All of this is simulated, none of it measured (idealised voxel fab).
The process module presented herein is designated voxel spacer lines.
FYI the section here is cut, 140 nm wide, cells are 5 nm squares.
A cross-section is a grid of square cells, given in bands from the top down. A band is one or more rows of cells.
Top height, bottom height, nm. Materials left to right, width each, nm. Single material + "throughout" = fills band edge to edge. "air" = empty.
Height reference: 0 = level under which incoming wafer is all one material. Lowest band: no bottom, runs on downward, e.g. "0 and below".
A width given as "30->40" starts at the first number in the band's top row and ends at the second number in its bottom row, shifting by an equal amount at every step from row to row.
Step note "no change" = no cross-section cell changed.
In "Sealed internal voids" the enclosed voids are listed, meaning empty spaces of 8 cells or larger without any opening to the top. The form is width x height at distance, distance from the left edge, units nm.
Step line, after settings: the simulator's comment on this step.
A step's line can hold "overlay nm"; with a mask on that step, the setting says how far right of the planned place the mask lay, while a negative setting says it lay to the left.
Read the rest as pairs. Take the cross-section before one process step, then the cross-section after it, which shows only down to the lowest band that changed. Under the pair, find the step between them and its settings. Bear in mind that pairs may come from different runs of this module on the same starting wafer: link a pair to the pair above it only where its entry headed "Incoming structure" says to.

## Incoming structure
	0 and below | Si throughout
	Sealed internal voids: none

## Structure After Step
	5 down to 0 | SiO2 throughout
	Whatever lies below 0 is exactly as it was before.
	Sealed internal voids: none
The step carried out between the cross-section before it and the cross-section after it, both shown above, is CONFORMAL_DEP,material SiO2,thk nm 5

Incoming structure: after-step cross-section of the pair just above applies.

## Structure After Step
	25 down to 5 | W throughout
	Whatever lies below 5 is exactly as it was before.
	Sealed internal voids: none
The step carried out between the cross-section before it and the cross-section after it, both shown above, is DIRECTIONAL_DEP,material W,thk nm 20

Incoming structure: after-step cross-section of the pair just above applies.

## Structure After Step
	55 down to 25 | aC throughout
	Whatever lies below 25 is exactly as it was before.
	Sealed internal voids: none
The step carried out between the cross-section before it and the cross-section after it, both shown above, is DIRECTIONAL_DEP,material aC,thk nm 30

Incoming structure: after-step cross-section of the pair just above applies.

## Structure After Step
	95 down to 55 | air 15 | resist 25 | air 55 | resist 25 | air 20
	Whatever lies below 55 is exactly as it was before.
	Sealed internal voids: none
The step carried out between the cross-section before it and the cross-section after it, both shown above, is PATTERN,tone cover,mask id MANDREL,material resist,width nm 25,pitch nm 80,thk nm 40,overlay nm 0

Incoming structure: after-step cross-section of the pair just above applies.

## Structure After Step
	65 down to 55 | air 15 | resist 25 | air 55 | resist 25 | air 20
	55 down to 25 | air 15 | aC 25 | air 55 | aC 25 | air 20
	Whatever lies below 25 is exactly as it was before.
	Sealed internal voids: none
The step carried out between the cross-section before it and the cross-section after it, both shown above, is DIRECTIONAL_ETCH,etch materials aC,depth nm 30

Incoming structure: after-step cross-section of the pair just above applies.

## Structure After Step
	55 down to 25 | air 15 | aC 25 | air 55 | aC 25 | air 20
	Whatever lies below 25 is exactly as it was before.
	Sealed internal voids: none
The step carried out between the cross-section before it and the cross-section after it, both shown above, is STRIP,etch materials resist

Incoming structure: after-step cross-section of the pair just above applies.

## Structure After Step
	70 down to 55 | SiN 55 | air 25 | SiN 55 | air 5
	55 down to 40 | SiN 15 | aC 25 | SiN 15 | air 25 | SiN 15 | aC 25 | SiN 15 | air 5
	40 down to 25 | SiN 15 | aC 25 | SiN 55 | aC 25 | SiN 20
	Whatever lies below 25 is exactly as it was before.
	Sealed internal voids: none
The step carried out between the cross-section before it and the cross-section after it, both shown above, is CONFORMAL_DEP,material SiN,thk nm 15

Incoming structure: after-step cross-section of the pair just above applies.

## Structure After Step
	55 down to 25 | SiN 15 | aC 25 | SiN 15 | air 25 | SiN 15 | aC 25 | SiN 15 | air 5
	Whatever lies below 25 is exactly as it was before.
	Sealed internal voids: none
The step carried out between the cross-section before it and the cross-section after it, both shown above, is DIRECTIONAL_ETCH,etch materials SiN,depth nm 15

Incoming structure: after-step cross-section of the pair just above applies.

## Structure After Step
	55 down to 25 | SiN 15 | air 25 | SiN 15 | air 25 | SiN 15 | air 25 | SiN 15 | air 5
	Whatever lies below 25 is exactly as it was before.
	Sealed internal voids: none
The step carried out between the cross-section before it and the cross-section after it, both shown above, is STRIP,etch materials aC

Incoming structure: after-step cross-section of the pair just above applies.

## Structure After Step
	55 down to 25 | SiN 15 | air 25 | SiN 15 | air 25 | SiN 15 | air 25 | SiN 15 | air 5
	25 down to 5 | W 15 | air 25 | W 15 | air 25 | W 15 | air 25 | W 15 | air 5
	Whatever lies below 5 is exactly as it was before.
	Sealed internal voids: none
The step carried out between the cross-section before it and the cross-section after it, both shown above, is DIRECTIONAL_ETCH,etch materials W,depth nm 20

Incoming structure: after-step cross-section of the pair just above applies.

## Structure After Step
	25 down to 5 | W 15 | air 25 | W 15 | air 25 | W 15 | air 25 | W 15 | air 5
	Whatever lies below 5 is exactly as it was before.
	Sealed internal voids: none
The step carried out between the cross-section before it and the cross-section after it, both shown above, is STRIP,etch materials SiN

Incoming structure: after-step cross-section of the pair just above applies.

## Structure After Step
	30 down to 25 | SiO2 throughout
	25 down to 5 | W 15 | SiO2 25 | W 15 | SiO2 25 | W 15 | SiO2 25 | W 15 | SiO2 5
	Whatever lies below 5 is exactly as it was before.
	Sealed internal voids: none
The step carried out between the cross-section before it and the cross-section after it, both shown above, is FILL_DEP,material SiO2,thk nm 5

Incoming structure: after-step cross-section of the pair just above applies.

## Structure After Step
	25 down to 5 | W 15 | SiO2 25 | W 15 | SiO2 25 | W 15 | SiO2 25 | W 15 | SiO2 5
	Whatever lies below 5 is exactly as it was before.
	Sealed internal voids: none
The step carried out between the cross-section before it and the cross-section after it, both shown above, is CMP,height nm 25

## Incoming structure
	0 and below | Si throughout
	Sealed internal voids: none

## Structure After Step
	20 down to 0 | W throughout
	Whatever lies below 0 is exactly as it was before.
	Sealed internal voids: none
The step carried out between the cross-section before it and the cross-section after it, both shown above, is DIRECTIONAL_DEP,material W,thk nm 20

Incoming structure: after-step cross-section of the pair just above applies.

## Structure After Step
	50 down to 20 | aC throughout
	Whatever lies below 20 is exactly as it was before.
	Sealed internal voids: none
The step carried out between the cross-section before it and the cross-section after it, both shown above, is DIRECTIONAL_DEP,material aC,thk nm 30

Incoming structure: after-step cross-section of the pair just above applies.

## Structure After Step
	90 down to 50 | air 15 | resist 25 | air 55 | resist 25 | air 20
	Whatever lies below 50 is exactly as it was before.
	Sealed internal voids: none
The step carried out between the cross-section before it and the cross-section after it, both shown above, is PATTERN,tone cover,mask id MANDREL,material resist,width nm 25,pitch nm 80,thk nm 40,overlay nm 0

Incoming structure: after-step cross-section of the pair just above applies.

## Structure After Step
	60 down to 50 | air 15 | resist 25 | air 55 | resist 25 | air 20
	50 down to 20 | air 15 | aC 25 | air 55 | aC 25 | air 20
	Whatever lies below 20 is exactly as it was before.
	Sealed internal voids: none
The step carried out between the cross-section before it and the cross-section after it, both shown above, is DIRECTIONAL_ETCH,etch materials aC,depth nm 30

Incoming structure: after-step cross-section of the pair just above applies.

## Structure After Step
	50 down to 20 | air 15 | aC 25 | air 55 | aC 25 | air 20
	Whatever lies below 20 is exactly as it was before.
	Sealed internal voids: none
The step carried out between the cross-section before it and the cross-section after it, both shown above, is STRIP,etch materials resist

Incoming structure: after-step cross-section of the pair just above applies.

## Structure After Step
	65 down to 50 | SiN 55 | air 25 | SiN 55 | air 5
	50 down to 35 | SiN 15 | aC 25 | SiN 15 | air 25 | SiN 15 | aC 25 | SiN 15 | air 5
	35 down to 20 | SiN 15 | aC 25 | SiN 55 | aC 25 | SiN 20
	Whatever lies below 20 is exactly as it was before.
	Sealed internal voids: none
The step carried out between the cross-section before it and the cross-section after it, both shown above, is CONFORMAL_DEP,material SiN,thk nm 15

Incoming structure: after-step cross-section of the pair just above applies.

## Structure After Step
	50 down to 20 | SiN 15 | aC 25 | SiN 15 | air 25 | SiN 15 | aC 25 | SiN 15 | air 5
	Whatever lies below 20 is exactly as it was before.
	Sealed internal voids: none
The step carried out between the cross-section before it and the cross-section after it, both shown above, is DIRECTIONAL_ETCH,etch materials SiN,depth nm 15

Incoming structure: after-step cross-section of the pair just above applies.

## Structure After Step
	50 down to 20 | SiN 15 | air 25 | SiN 15 | air 25 | SiN 15 | air 25 | SiN 15 | air 5
	Whatever lies below 20 is exactly as it was before.
	Sealed internal voids: none
The step carried out between the cross-section before it and the cross-section after it, both shown above, is STRIP,etch materials aC

Incoming structure: after-step cross-section of the pair just above applies.

## Structure After Step
	50 down to 20 | SiN 15 | air 25 | SiN 15 | air 25 | SiN 15 | air 25 | SiN 15 | air 5
	20 down to 0 | W 15 | air 25 | W 15 | air 25 | W 15 | air 25 | W 15 | air 5
	Whatever lies below 0 is exactly as it was before.
	Sealed internal voids: none
The step carried out between the cross-section before it and the cross-section after it, both shown above, is DIRECTIONAL_ETCH,etch materials W,depth nm 20

Incoming structure: after-step cross-section of the pair just above applies.

## Structure After Step
	20 down to 0 | W 15 | air 25 | W 15 | air 25 | W 15 | air 25 | W 15 | air 5
	Whatever lies below 0 is exactly as it was before.
	Sealed internal voids: none
The step carried out between the cross-section before it and the cross-section after it, both shown above, is STRIP,etch materials SiN

Incoming structure: after-step cross-section of the pair just above applies.

## Structure After Step
	25 down to 20 | SiO2 throughout
	20 down to 0 | W 15 | SiO2 25 | W 15 | SiO2 25 | W 15 | SiO2 25 | W 15 | SiO2 5
	Whatever lies below 0 is exactly as it was before.
	Sealed internal voids: none
The step carried out between the cross-section before it and the cross-section after it, both shown above, is FILL_DEP,material SiO2,thk nm 5

## Incoming structure
	5 down to 0 | SiO2 throughout
	0 and below | Si throughout
	Sealed internal voids: none

## Structure After Step
	35 down to 5 | aC throughout
	Whatever lies below 5 is exactly as it was before.
	Sealed internal voids: none
The step carried out between the cross-section before it and the cross-section after it, both shown above, is DIRECTIONAL_DEP,material aC,thk nm 30

Incoming structure: after-step cross-section of the pair just above applies.

## Structure After Step
	55 down to 35 | W throughout
	Whatever lies below 35 is exactly as it was before.
	Sealed internal voids: none
The step carried out between the cross-section before it and the cross-section after it, both shown above, is DIRECTIONAL_DEP,material W,thk nm 20

Incoming structure: after-step cross-section of the pair just above applies.

## Structure After Step
	95 down to 55 | air 15 | resist 25 | air 55 | resist 25 | air 20
	Whatever lies below 55 is exactly as it was before.
	Sealed internal voids: none
The step carried out between the cross-section before it and the cross-section after it, both shown above, is PATTERN,tone cover,mask id MANDREL,material resist,width nm 25,pitch nm 80,thk nm 40,overlay nm 0

Incoming structure: after-step cross-section of the pair just above applies.

## Structure After Step
	65 down to 55 | air 15 | resist 25 | air 55 | resist 25 | air 20
	Whatever lies below 55 is exactly as it was before.
	Sealed internal voids: none
The step carried out between the cross-section before it and the cross-section after it, both shown above, is DIRECTIONAL_ETCH,etch materials aC,depth nm 30

Incoming structure: after-step cross-section of the pair just above applies.

## Structure After Step
	55 down to 35 | W throughout
	Whatever lies below 35 is exactly as it was before.
	Sealed internal voids: none
The step carried out between the cross-section before it and the cross-section after it, both shown above, is STRIP,etch materials resist

Incoming structure: after-step cross-section of the pair just above applies.

## Structure After Step
	70 down to 55 | SiN throughout
	Whatever lies below 55 is exactly as it was before.
	Sealed internal voids: none
The step carried out between the cross-section before it and the cross-section after it, both shown above, is CONFORMAL_DEP,material SiN,thk nm 15

Incoming structure: after-step cross-section of the pair just above applies.

## Structure After Step
	55 down to 35 | W throughout
	Whatever lies below 35 is exactly as it was before.
	Sealed internal voids: none
The step carried out between the cross-section before it and the cross-section after it, both shown above, is DIRECTIONAL_ETCH,etch materials SiN,depth nm 15

Incoming structure: after-step cross-section of the pair just above applies.

## Structure After Step
	35 down to 5 | aC throughout
	Whatever lies below 5 is exactly as it was before.
	Sealed internal voids: none
The step carried out between the cross-section before it and the cross-section after it, both shown above, is DIRECTIONAL_ETCH,etch materials W,depth nm 20

Incoming structure: after-step cross-section of the pair just above applies.

## Structure After Step
	40 down to 35 | SiO2 throughout
	Whatever lies below 35 is exactly as it was before.
	Sealed internal voids: none
The step carried out between the cross-section before it and the cross-section after it, both shown above, is FILL_DEP,material SiO2,thk nm 5

Incoming structure: after-step cross-section of the pair just above applies.

## Structure After Step
	25 down to 5 | aC throughout
	Whatever lies below 5 is exactly as it was before.
	Sealed internal voids: none
The step carried out between the cross-section before it and the cross-section after it, both shown above, is CMP,height nm 25

## Incoming structure
	30 down to 25 | SiO2 throughout
	25 down to 5 | W 15 | SiO2 25 | W 15 | SiO2 25 | W 15 | SiO2 25 | W 15 | SiO2 5
	5 down to 0 | SiO2 throughout
	0 and below | Si throughout
	Sealed internal voids: none

## Structure After Step
	20 down to 5 | W 15 | SiO2 25 | W 15 | SiO2 25 | W 15 | SiO2 25 | W 15 | SiO2 5
	Whatever lies below 5 is exactly as it was before.
	Sealed internal voids: none
The step carried out between the cross-section before it and the cross-section after it, both shown above, is CMP,height nm 20

## Incoming structure
	55 down to 25 | aC throughout
	25 down to 5 | W throughout
	5 down to 0 | SiO2 throughout
	0 and below | Si throughout
	Sealed internal voids: none

## Structure After Step
	95 down to 55 | air 20 | resist 15 | air 65 | resist 15 | air 25
	Whatever lies below 55 is exactly as it was before.
	Sealed internal voids: none
The step carried out between the cross-section before it and the cross-section after it, both shown above, is PATTERN,tone cover,mask id MANDREL,material resist,width nm 15,pitch nm 80,thk nm 40,overlay nm 0

Incoming structure: after-step cross-section of the pair just above applies.

## Structure After Step
	65 down to 55 | air 20 | resist 15 | air 65 | resist 15 | air 25
	55 down to 25 | air 20 | aC 15 | air 65 | aC 15 | air 25
	Whatever lies below 25 is exactly as it was before.
	Sealed internal voids: none
The step carried out between the cross-section before it and the cross-section after it, both shown above, is DIRECTIONAL_ETCH,etch materials aC,depth nm 30

Incoming structure: after-step cross-section of the pair just above applies.

## Structure After Step
	55 down to 25 | air 20 | aC 15 | air 65 | aC 15 | air 25
	Whatever lies below 25 is exactly as it was before.
	Sealed internal voids: none
The step carried out between the cross-section before it and the cross-section after it, both shown above, is STRIP,etch materials resist

Incoming structure: after-step cross-section of the pair just above applies.

## Structure After Step
	70 down to 55 | air 5 | SiN 45 | air 35 | SiN 45 | air 10
	55 down to 40 | air 5 | SiN 15 | aC 15 | SiN 15 | air 35 | SiN 15 | aC 15 | SiN 15 | air 10
	40 down to 25 | SiN 20 | aC 15 | SiN 65 | aC 15 | SiN 25
	Whatever lies below 25 is exactly as it was before.
	Sealed internal voids: none
The step carried out between the cross-section before it and the cross-section after it, both shown above, is CONFORMAL_DEP,material SiN,thk nm 15

Incoming structure: after-step cross-section of the pair just above applies.

## Structure After Step
	55 down to 25 | air 5 | SiN 15 | aC 15 | SiN 15 | air 35 | SiN 15 | aC 15 | SiN 15 | air 10
	Whatever lies below 25 is exactly as it was before.
	Sealed internal voids: none
The step carried out between the cross-section before it and the cross-section after it, both shown above, is DIRECTIONAL_ETCH,etch materials SiN,depth nm 15

Incoming structure: after-step cross-section of the pair just above applies.

## Structure After Step
	55 down to 25 | air 5 | SiN 15 | air 15 | SiN 15 | air 35 | SiN 15 | air 15 | SiN 15 | air 10
	Whatever lies below 25 is exactly as it was before.
	Sealed internal voids: none
The step carried out between the cross-section before it and the cross-section after it, both shown above, is STRIP,etch materials aC

Incoming structure: after-step cross-section of the pair just above applies.

## Structure After Step
	55 down to 25 | air 5 | SiN 15 | air 15 | SiN 15 | air 35 | SiN 15 | air 15 | SiN 15 | air 10
	25 down to 5 | air 5 | W 15 | air 15 | W 15 | air 35 | W 15 | air 15 | W 15 | air 10
	Whatever lies below 5 is exactly as it was before.
	Sealed internal voids: none
The step carried out between the cross-section before it and the cross-section after it, both shown above, is DIRECTIONAL_ETCH,etch materials W,depth nm 20

Incoming structure: after-step cross-section of the pair just above applies.

## Structure After Step
	25 down to 5 | air 5 | W 15 | air 15 | W 15 | air 35 | W 15 | air 15 | W 15 | air 10
	Whatever lies below 5 is exactly as it was before.
	Sealed internal voids: none
The step carried out between the cross-section before it and the cross-section after it, both shown above, is STRIP,etch materials SiN

Incoming structure: after-step cross-section of the pair just above applies.

## Structure After Step
	30 down to 25 | SiO2 throughout
	25 down to 5 | SiO2 5 | W 15 | SiO2 15 | W 15 | SiO2 35 | W 15 | SiO2 15 | W 15 | SiO2 10
	Whatever lies below 5 is exactly as it was before.
	Sealed internal voids: none
The step carried out between the cross-section before it and the cross-section after it, both shown above, is FILL_DEP,material SiO2,thk nm 5

Incoming structure: after-step cross-section of the pair just above applies.

## Structure After Step
	25 down to 5 | SiO2 5 | W 15 | SiO2 15 | W 15 | SiO2 35 | W 15 | SiO2 15 | W 15 | SiO2 10
	Whatever lies below 5 is exactly as it was before.
	Sealed internal voids: none
The step carried out between the cross-section before it and the cross-section after it, both shown above, is CMP,height nm 25

## Incoming structure
	55 down to 25 | aC throughout
	25 down to 5 | W throughout
	5 down to 0 | SiO2 throughout
	0 and below | Si throughout
	Sealed internal voids: none

## Structure After Step
	95 down to 55 | air 20 | resist 25 | air 55 | resist 25 | air 15
	Whatever lies below 55 is exactly as it was before.
	Sealed internal voids: none
The step carried out between the cross-section before it and the cross-section after it, both shown above, is PATTERN,tone cover,mask id MANDREL,material resist,width nm 25,pitch nm 80,thk nm 40,overlay nm 5

Incoming structure: after-step cross-section of the pair just above applies.

## Structure After Step
	65 down to 55 | air 20 | resist 25 | air 55 | resist 25 | air 15
	55 down to 25 | air 20 | aC 25 | air 55 | aC 25 | air 15
	Whatever lies below 25 is exactly as it was before.
	Sealed internal voids: none
The step carried out between the cross-section before it and the cross-section after it, both shown above, is DIRECTIONAL_ETCH,etch materials aC,depth nm 30

Incoming structure: after-step cross-section of the pair just above applies.

## Structure After Step
	55 down to 25 | air 20 | aC 25 | air 55 | aC 25 | air 15
	Whatever lies below 25 is exactly as it was before.
	Sealed internal voids: none
The step carried out between the cross-section before it and the cross-section after it, both shown above, is STRIP,etch materials resist

Incoming structure: after-step cross-section of the pair just above applies.

## Structure After Step
	70 down to 55 | air 5 | SiN 55 | air 25 | SiN 55
	55 down to 40 | air 5 | SiN 15 | aC 25 | SiN 15 | air 25 | SiN 15 | aC 25 | SiN 15
	40 down to 25 | SiN 20 | aC 25 | SiN 55 | aC 25 | SiN 15
	Whatever lies below 25 is exactly as it was before.
	Sealed internal voids: none
The step carried out between the cross-section before it and the cross-section after it, both shown above, is CONFORMAL_DEP,material SiN,thk nm 15

Incoming structure: after-step cross-section of the pair just above applies.

## Structure After Step
	55 down to 25 | air 5 | SiN 15 | aC 25 | SiN 15 | air 25 | SiN 15 | aC 25 | SiN 15
	Whatever lies below 25 is exactly as it was before.
	Sealed internal voids: none
The step carried out between the cross-section before it and the cross-section after it, both shown above, is DIRECTIONAL_ETCH,etch materials SiN,depth nm 15

Incoming structure: after-step cross-section of the pair just above applies.

## Structure After Step
	55 down to 25 | air 5 | SiN 15 | air 25 | SiN 15 | air 25 | SiN 15 | air 25 | SiN 15
	Whatever lies below 25 is exactly as it was before.
	Sealed internal voids: none
The step carried out between the cross-section before it and the cross-section after it, both shown above, is STRIP,etch materials aC

Incoming structure: after-step cross-section of the pair just above applies.

## Structure After Step
	55 down to 25 | air 5 | SiN 15 | air 25 | SiN 15 | air 25 | SiN 15 | air 25 | SiN 15
	25 down to 5 | air 5 | W 15 | air 25 | W 15 | air 25 | W 15 | air 25 | W 15
	Whatever lies below 5 is exactly as it was before.
	Sealed internal voids: none
The step carried out between the cross-section before it and the cross-section after it, both shown above, is DIRECTIONAL_ETCH,etch materials W,depth nm 20

Incoming structure: after-step cross-section of the pair just above applies.

## Structure After Step
	25 down to 5 | air 5 | W 15 | air 25 | W 15 | air 25 | W 15 | air 25 | W 15
	Whatever lies below 5 is exactly as it was before.
	Sealed internal voids: none
The step carried out between the cross-section before it and the cross-section after it, both shown above, is STRIP,etch materials SiN

Incoming structure: after-step cross-section of the pair just above applies.

## Structure After Step
	30 down to 25 | SiO2 throughout
	25 down to 5 | SiO2 5 | W 15 | SiO2 25 | W 15 | SiO2 25 | W 15 | SiO2 25 | W 15
	Whatever lies below 5 is exactly as it was before.
	Sealed internal voids: none
The step carried out between the cross-section before it and the cross-section after it, both shown above, is FILL_DEP,material SiO2,thk nm 5

Incoming structure: after-step cross-section of the pair just above applies.

## Structure After Step
	25 down to 5 | SiO2 5 | W 15 | SiO2 25 | W 15 | SiO2 25 | W 15 | SiO2 25 | W 15
	Whatever lies below 5 is exactly as it was before.
	Sealed internal voids: none
The step carried out between the cross-section before it and the cross-section after it, both shown above, is CMP,height nm 25

## Incoming structure
	55 down to 25 | air 15 | aC 25 | air 55 | aC 25 | air 20
	25 down to 5 | W throughout
	5 down to 0 | SiO2 throughout
	0 and below | Si throughout
	Sealed internal voids: none

## Structure After Step
	70 down to 55 | W 55 | air 25 | W 55 | air 5
	55 down to 40 | W 15 | aC 25 | W 15 | air 25 | W 15 | aC 25 | W 15 | air 5
	40 down to 25 | W 15 | aC 25 | W 55 | aC 25 | W 20
	Whatever lies below 25 is exactly as it was before.
	Sealed internal voids: none
The step carried out between the cross-section before it and the cross-section after it, both shown above, is CONFORMAL_DEP,material W,thk nm 15

Incoming structure: after-step cross-section of the pair just above applies.

## Structure After Step
	55 down to 50 | air 15 | aC 25 | air 55 | aC 25 | air 20
	50 down to 25 | W 15 | aC 25 | W 15 | air 25 | W 15 | aC 25 | W 15 | air 5
	25 down to 20 | W 55 | air 25 | W 55 | air 5
	Whatever lies below 20 is exactly as it was before.
	Sealed internal voids: none
The step carried out between the cross-section before it and the cross-section after it, both shown above, is DIRECTIONAL_ETCH,etch materials W,depth nm 20

Incoming structure: after-step cross-section of the pair just above applies.

## Structure After Step
	60 down to 55 | SiO2 throughout
	55 down to 50 | SiO2 15 | aC 25 | SiO2 55 | aC 25 | SiO2 20
	50 down to 25 | W 15 | aC 25 | W 15 | SiO2 25 | W 15 | aC 25 | W 15 | SiO2 5
	25 down to 20 | W 55 | SiO2 25 | W 55 | SiO2 5
	Whatever lies below 20 is exactly as it was before.
	Sealed internal voids: none
The step carried out between the cross-section before it and the cross-section after it, both shown above, is FILL_DEP,material SiO2,thk nm 5

Incoming structure: after-step cross-section of the pair just above applies.

## Structure After Step
	25 down to 20 | W 55 | SiO2 25 | W 55 | SiO2 5
	Whatever lies below 20 is exactly as it was before.
	Sealed internal voids: none
The step carried out between the cross-section before it and the cross-section after it, both shown above, is CMP,height nm 25
